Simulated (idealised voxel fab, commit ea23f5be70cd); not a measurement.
Process module, titled voxel tone inversion
The figure presents cross-section cut, which has a width of 200 nm and is divided into square cells with an edge length of 5 nm.
Cross-section layout: square cells on a grid; listed as bands, top to bottom; a band spans one or more cell rows.
Heads up on the band format: heights come first, top then bottom, in nm. After that it's the materials left to right, each with its width in nm. A single material flagged "throughout" fills the whole band edge to edge, and "air" means there's empty space there.
The level at which height equals 0 is the one under which the wafer, as it arrives, is entirely one material. No lower edge exists for the bottom band, which continues downward and is notated as in "top 0, no bottom".
The notation "30..40" denotes a width that varies across the rows of cells in the band, beginning at the first number in the top row, finishing at the second number in the bottom row, and changing by an identical amount from each row to the next.
A step reported as "no change" is a step in which no cell of the cross-section changed.
The label "Sealed void list" introduces a list of the empty spaces, 8 cells or larger, that have no open way up to the top; each entry in it reads width x height at distance, where the distance is taken from the left edge and all three are stated in nm.
Formally, on a step line, whatever follows the settings is a remark that the simulator itself makes on the step.
What "overlay nm" on a step's line means: if the step has a mask, that mask lay this far to the right of its planned place, or, when the value is negative, to the left.

These are the steps we planned for the process
1,RECEIVE with material Si
2,CONFORMAL_DEP with material SiN, thk nm 5
3,DIRECTIONAL_DEP with material aC, thk nm 20
4,PATTERN with tone cover, mask id POSTS, material resist, width nm 25, pitch nm 40, thk nm 30, overlay nm 0
5,DIRECTIONAL_ETCH with etch materials aC, depth nm 20
6,STRIP with etch materials resist
7,FILL_DEP with material lowk, thk nm 10
8,CMP with height nm 25
9,STRIP with etch materials aC
10,CONFORMAL_DEP with material TiN, thk nm 5
11,FILL_DEP with material Cu, thk nm 10
12,CMP with height nm 25
13,CONFORMAL_DEP with material SiN, thk nm 5

The cross-section here shows the wafer as received, i.e. in its state after step 1
- top 0, no bottom = Si throughout
- Sealed void list: none

First of two wafers: cross-section at end of module, run per plan
- top 30, bottom 25 = SiN throughout
- top 25, bottom 10 = 45 of lowk, then 5 of TiN, then 15 of Cu, then 5 of TiN, then 15 of lowk, then 5 of TiN, then 15 of Cu, then 5 of TiN, then 15 of lowk, then 5 of TiN, then 15 of Cu, then 5 of TiN, then 50 of lowk
- top 10, bottom 5 = 45 of lowk, then 25 of TiN, then 15 of lowk, then 25 of TiN, then 15 of lowk, then 25 of TiN, then 50 of lowk
- top 5, bottom 0 = SiN throughout
- top 0, no bottom = Si throughout
- Sealed void list: none

The second wafer, shown in cross-section after the module: started the same way as the first and given the same plan, yet one mistake crept into how it was run
- top 30, bottom 25 = SiN throughout
- top 25, bottom 10 = 40 of Cu, then 5 of TiN, then 25 of lowk, then 5 of TiN, then 5 of Cu, then 5 of TiN, then 25 of lowk, then 5 of TiN, then 5 of Cu, then 5 of TiN, then 25 of lowk, then 5 of TiN, then 45 of Cu
- top 10, bottom 5 = 45 of TiN, then 25 of lowk, then 15 of TiN, then 25 of lowk, then 15 of TiN, then 25 of lowk, then 50 of TiN
- top 5, bottom 0 = SiN throughout
- top 0, no bottom = Si throughout
- Sealed void list: none
In executing the process, a mistake was made relative to the plan: step 4: run off-plan, actual operation and settings PATTERN with tone open, mask id POSTS, material resist, width nm 25, pitch nm 40, thk nm 30, overlay nm 0
Wrapping up, a cell-based count of both wafers puts the second over or under the first for these materials: Cu +30; TiN +10; lowk -40
